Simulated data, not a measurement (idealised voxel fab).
process module | voxel plated lines
cross-section cut | 240 nm wide | cells 5 nm
A cross-section is a grid of square cells, given in bands from the top down. A band is one or more rows of cells.
Each band's line starts with the height of the band's top and of its bottom, in nm. Then come its materials from left to right, each with its width in nm. One material with "throughout" fills the band from edge to edge. "air" is empty space.
Height 0 is the level under which the wafer as received is all one material. The lowest band goes on downwards, as in "0 down".
A width such as "30 to 40" changes by the same amount from each row of cells to the next, from the band's top row to its bottom row.
"no change" after a step means that no cell of the cross-section changed.
closed voids: empty space of 8 cells or more with no open way to the top, each as width x height at its distance from the left edge, in nm
after a step's settings: what the simulator itself notes on the step
overlay nm, on a step with a mask: how far to the right of its planned place the mask lay; to the left if negative
plan
1 op RECEIVE | material Si
2 op CONFORMAL_DEP | material SiN | thk nm 5
3 op DIRECTIONAL_DEP | material TiN | thk nm 5
4 op PATTERN | tone open | mask id LINES | material resist | width nm 15 | pitch nm 35 | thk nm 35 | overlay nm 0
5 op EPI | material Ru | thk nm 5
6 op EPI | material Ru | thk nm 5
7 op EPI | material Ru | thk nm 10
8 op STRIP | etch materials resist
9 op DIRECTIONAL_ETCH | etch materials TiN | depth nm 5
10 op CONFORMAL_DEP | material SiCN | thk nm 5
as received, after step 1
  0 down: Si throughout
  closed voids: none
first wafer at the end, as planned
  35 to 30: air 90 | SiCN 25 | air 10 | SiCN 25 | air 90
  30 to 10: air 90 | SiCN 5 | Ru 15 | SiCN 5 | air 10 | SiCN 5 | Ru 15 | SiCN 5 | air 90
  10 to 5: SiCN 95 | TiN 15 | SiCN 20 | TiN 15 | SiCN 95
  5 to 0: SiN throughout
  0 down: Si throughout
  closed voids: none
second wafer at the end: like start, like plan, one mistake
  45 to 40: air 90 | SiCN 25 | air 10 | SiCN 25 | air 90
  40 to 10: air 90 | SiCN 5 | Ru 15 | SiCN 5 | air 10 | SiCN 5 | Ru 15 | SiCN 5 | air 90
  10 to 5: SiCN 95 | TiN 15 | SiCN 20 | TiN 15 | SiCN 95
  5 to 0: SiN throughout
  0 down: Si throughout
  closed voids: none
what went wrong: step 7 was run twice
at the end the second wafer has, in cells: 12 more of Ru | 8 more of SiCN
